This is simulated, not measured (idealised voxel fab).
You're looking at the process module voxel self aligned vias.
In the cross-section labelled cut, the width is 290 nm and each square cell is 5 nm.
Just so we're on the same page, the cross-sections are grids of square cells, and they're listed out in bands top to bottom, each band one or more rows deep. Basically the band line says how high the top is and how high the bottom is, in nm, and then what's in it from left to right, every material with its width in nm. Empty space shows up as "empty", and if a single material carries "edge to edge" it runs the full band edge to edge. Height is counted from the level 0, under which the received wafer is composed throughout of one material. The lowest of the bands is not closed at the bottom but continues downward, in the notation "from 0 down". A width given as "30 to 40" starts at the first number in the band's top row and ends at the second number in its bottom row, shifting by an equal amount at every step from row to row. When a step is marked "left unchanged", none of the cells in the cross-section changed during that step. "Closed empty spaces" enumerates empty spaces isolated from the top, with no open way to it, that contain at least 8 cells, giving each as width x height at distance from the left edge, all three in nm. On a step's line, text after the settings is the simulator commenting on that step. The line of a step may include "overlay nm". On a step with a mask, this value is how far to the right of its planned place the mask lay. A negative value means the mask lay to the left. Quick note on how to read the rest: it's all pairs. You get the cross-section before a process step and the one after, but the after one only goes down as far as the lowest band that changed. The step in between, with its settings, sits under the pair. Heads up, the pairs can come from different runs of this module on the same starting wafer, so don't assume a pair picks up from the one above unless its "Cross-section, before" entry says it does.

Cross-section, before
	from 70 to 55: aC edge to edge
	from 55 to 40: SiO2 edge to edge
	from 40 to 30: 105 SiN, then 25 SiO2, then 30 SiN, then 25 SiO2, then 105 SiN
	from 30 to 25: 100 Ru, then 5 TiN, then 25 SiO2, then 5 TiN, then 20 Ru, then 5 TiN, then 25 SiO2, then 5 TiN, then 100 Ru
	from 25 to 20: 105 TiN, then 25 SiO2, then 30 TiN, then 25 SiO2, then 105 TiN
	from 20 to 15: SiCN edge to edge
	from 15 to 0: SiO2 edge to edge
	from 0 down: Si edge to edge
	Closed empty spaces: none

Sectional Result
	from 105 to 70: 100 resist, then 35 empty, then 20 resist, then 35 empty, then 100 resist
	Whatever lies below 70 is exactly as it was before.
	Closed empty spaces: none
Which operation links the two cross-sections above? PATTERN (tone open; mask id VIAS; material resist; width nm 35; pitch nm 55; thk nm 35; overlay nm 0)

Cross-section, before: Please consult the pair immediately above; the cross-section it shows after its step is the state before this step.

Sectional Result
	from 90 to 70: 100 resist, then 35 empty, then 20 resist, then 35 empty, then 100 resist
	from 70 to 55: 100 aC, then 35 empty, then 20 aC, then 35 empty, then 100 aC
	Whatever lies below 55 is exactly as it was before.
	Closed empty spaces: none
Which operation links the two cross-sections above? DIRECTIONAL_ETCH (etch materials aC; depth nm 15)

Cross-section, before: Please consult the pair immediately above; the cross-section it shows after its step is the state before this step.

Sectional Result
	from 70 to 55: 100 aC, then 35 empty, then 20 aC, then 35 empty, then 100 aC
	Whatever lies below 55 is exactly as it was before.
	Closed empty spaces: none
Which operation links the two cross-sections above? STRIP (etch materials resist)

Cross-section, before: Please consult the pair immediately above; the cross-section it shows after its step is the state before this step.

Sectional Result
	from 70 to 55: 100 aC, then 35 empty, then 20 aC, then 35 empty, then 100 aC
	from 55 to 40: 100 SiO2, then 35 empty, then 20 SiO2, then 35 empty, then 100 SiO2
	Whatever lies below 40 is exactly as it was before.
	Closed empty spaces: none
Which operation links the two cross-sections above? DIRECTIONAL_ETCH (etch materials SiO2; depth nm 15)

Cross-section, before: Please consult the pair immediately above; the cross-section it shows after its step is the state before this step.

Sectional Result
	from 70 to 55: 100 aC, then 35 empty, then 20 aC, then 35 empty, then 100 aC
	from 55 to 40: 100 SiO2, then 35 empty, then 20 SiO2, then 35 empty, then 100 SiO2
	from 40 to 30: 100 SiN, then 5 empty, then 25 SiO2, then 5 empty, then 20 SiN, then 5 empty, then 25 SiO2, then 5 empty, then 100 SiN
	Whatever lies below 30 is exactly as it was before.
	Closed empty spaces: none
Which operation links the two cross-sections above? DIRECTIONAL_ETCH (etch materials SiN; depth nm 10)

Cross-section, before: Please consult the pair immediately above; the cross-section it shows after its step is the state before this step.

Sectional Result
	from 55 to 40: 100 SiO2, then 35 empty, then 20 SiO2, then 35 empty, then 100 SiO2
	Whatever lies below 40 is exactly as it was before.
	Closed empty spaces: none
Which operation links the two cross-sections above? STRIP (etch materials aC)

Cross-section, before: Please consult the pair immediately above; the cross-section it shows after its step is the state before this step.

Sectional Result
	from 60 to 55: 105 TiN, then 25 empty, then 30 TiN, then 25 empty, then 105 TiN
	from 55 to 45: 100 SiO2, then 5 TiN, then 25 empty, then 5 TiN, then 20 SiO2, then 5 TiN, then 25 empty, then 5 TiN, then 100 SiO2
	from 45 to 40: 100 SiO2, then 35 TiN, then 20 SiO2, then 35 TiN, then 100 SiO2
	from 40 to 30: 100 SiN, then 5 TiN, then 25 SiO2, then 5 TiN, then 20 SiN, then 5 TiN, then 25 SiO2, then 5 TiN, then 100 SiN
	Whatever lies below 30 is exactly as it was before.
	Closed empty spaces: none
Which operation links the two cross-sections above? CONFORMAL_DEP (material TiN; thk nm 5)

Cross-section, before: Please consult the pair immediately above; the cross-section it shows after its step is the state before this step.

Sectional Result
	from 65 to 60: Ru edge to edge
	from 60 to 55: 105 TiN, then 25 Ru, then 30 TiN, then 25 Ru, then 105 TiN
	from 55 to 45: 100 SiO2, then 5 TiN, then 25 Ru, then 5 TiN, then 20 SiO2, then 5 TiN, then 25 Ru, then 5 TiN, then 100 SiO2
	Whatever lies below 45 is exactly as it was before.
	Closed empty spaces: none
Which operation links the two cross-sections above? FILL_DEP (material Ru; thk nm 5)

Cross-section, before: Please consult the pair immediately above; the cross-section it shows after its step is the state before this step.

Sectional Result
	from 55 to 45: 100 SiO2, then 5 TiN, then 25 Ru, then 5 TiN, then 20 SiO2, then 5 TiN, then 25 Ru, then 5 TiN, then 100 SiO2
	Whatever lies below 45 is exactly as it was before.
	Closed empty spaces: none
Which operation links the two cross-sections above? CMP (height nm 55)

Cross-section, before: Please consult the pair immediately above; the cross-section it shows after its step is the state before this step.

Sectional Result
	from 60 to 55: SiCN edge to edge
	Whatever lies below 55 is exactly as it was before.
	Closed empty spaces: none
Which operation links the two cross-sections above? CONFORMAL_DEP (material SiCN; thk nm 5)
